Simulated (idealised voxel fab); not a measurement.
process module | voxel self aligned vias
cross-section cut | 230 nm wide | cells 5 nm
A cross-section is a grid of square cells, given in bands from the top down. A band is one or more rows of cells.
Each band's line starts with the height of the band's top and of its bottom, in nm. Then come its materials from left to right, each with its width in nm. One material with "throughout" fills the band from edge to edge. "air" is empty space.
Height 0 is the level under which the wafer as received is all one material. The lowest band goes on downwards, as in "0 down".
A width such as "30 to 40" changes by the same amount from each row of cells to the next, from the band's top row to its bottom row.
"no change" after a step means that no cell of the cross-section changed.
closed voids: empty space of 8 cells or more with no open way to the top, each as width x height at its distance from the left edge, in nm
after a step's settings: what the simulator itself notes on the step
overlay nm, on a step with a mask: how far to the right of its planned place the mask lay; to the left if negative
plan
1 op RECEIVE | material Si
2 op CONFORMAL_DEP | material SiO2 | thk nm 10
3 op CONFORMAL_DEP | material SiCN | thk nm 5
4 op DIRECTIONAL_DEP | material SiO2 | thk nm 30
5 op MASKED_ETCH | tone open | mask id LINES | width nm 20 | pitch nm 50 | etch materials SiO2 | depth nm 30 | overlay nm 0
6 op CONFORMAL_DEP | material TiN | thk nm 5
7 op FILL_DEP | material Ru | thk nm 10
8 op CMP | height nm 45
9 op SELECTIVE_ETCH | etch materials W Ru TiN | depth nm 10
10 op FILL_DEP | material SiN | thk nm 10
11 op CMP | height nm 45
12 op DIRECTIONAL_DEP | material SiO2 | thk nm 15
13 op PATTERN | tone open | mask id VIAS | material resist | width nm 30 | thk nm 20 | overlay nm 0
14 op DIRECTIONAL_ETCH | etch materials SiO2 | depth nm 15
15 op DIRECTIONAL_ETCH | etch materials SiN | depth nm 10
16 op STRIP | etch materials resist
17 op CONFORMAL_DEP | material TiN | thk nm 5
18 op FILL_DEP | material W | thk nm 5
19 op CMP | height nm 60
20 op CONFORMAL_DEP | material SiCN | thk nm 5
as received, after step 1
  0 down: Si throughout
  closed voids: none
first wafer at the end, as planned
  65 to 60: SiCN throughout
  60 to 50: SiO2 75 | TiN 5 | W 20 | TiN 5 | SiO2 125
  50 to 45: SiO2 75 | TiN 10 | W 10 | TiN 10 | SiO2 125
  45 to 40: SiO2 80 | TiN 5 | W 10 | TiN 5 | SiO2 30 | SiN 20 | SiO2 80
  40 to 35: SiO2 80 | TiN 20 | SiO2 30 | SiN 20 | SiO2 80
  35 to 20: SiO2 80 | TiN 5 | Ru 10 | TiN 5 | SiO2 30 | TiN 5 | Ru 10 | TiN 5 | SiO2 80
  20 to 15: SiO2 80 | TiN 20 | SiO2 30 | TiN 20 | SiO2 80
  15 to 10: SiCN throughout
  10 to 0: SiO2 throughout
  0 down: Si throughout
  closed voids: none
second wafer at the end: like start, like plan, one mistake
  65 to 60: SiCN throughout
  60 to 50: SiO2 65 | TiN 5 | W 20 | TiN 5 | SiO2 135
  50 to 45: SiO2 65 | TiN 20 | W 5 | TiN 5 | SiO2 135
  45 to 40: SiO2 80 | TiN 5 | W 5 | TiN 5 | SiN 5 | SiO2 30 | SiN 20 | SiO2 80
  40 to 35: SiO2 80 | TiN 15 | SiN 5 | SiO2 30 | SiN 20 | SiO2 80
  35 to 20: SiO2 80 | TiN 5 | Ru 10 | TiN 5 | SiO2 30 | TiN 5 | Ru 10 | TiN 5 | SiO2 80
  20 to 15: SiO2 80 | TiN 20 | SiO2 30 | TiN 20 | SiO2 80
  15 to 10: SiCN throughout
  10 to 0: SiO2 throughout
  0 down: Si throughout
  closed voids: none
what went wrong: step 13 ran as: op PATTERN | tone open | mask id VIAS | material resist | width nm 30 | thk nm 20 | overlay nm -10
at the end the second wafer has, in cells: 2 more of SiN | 2 fewer of W
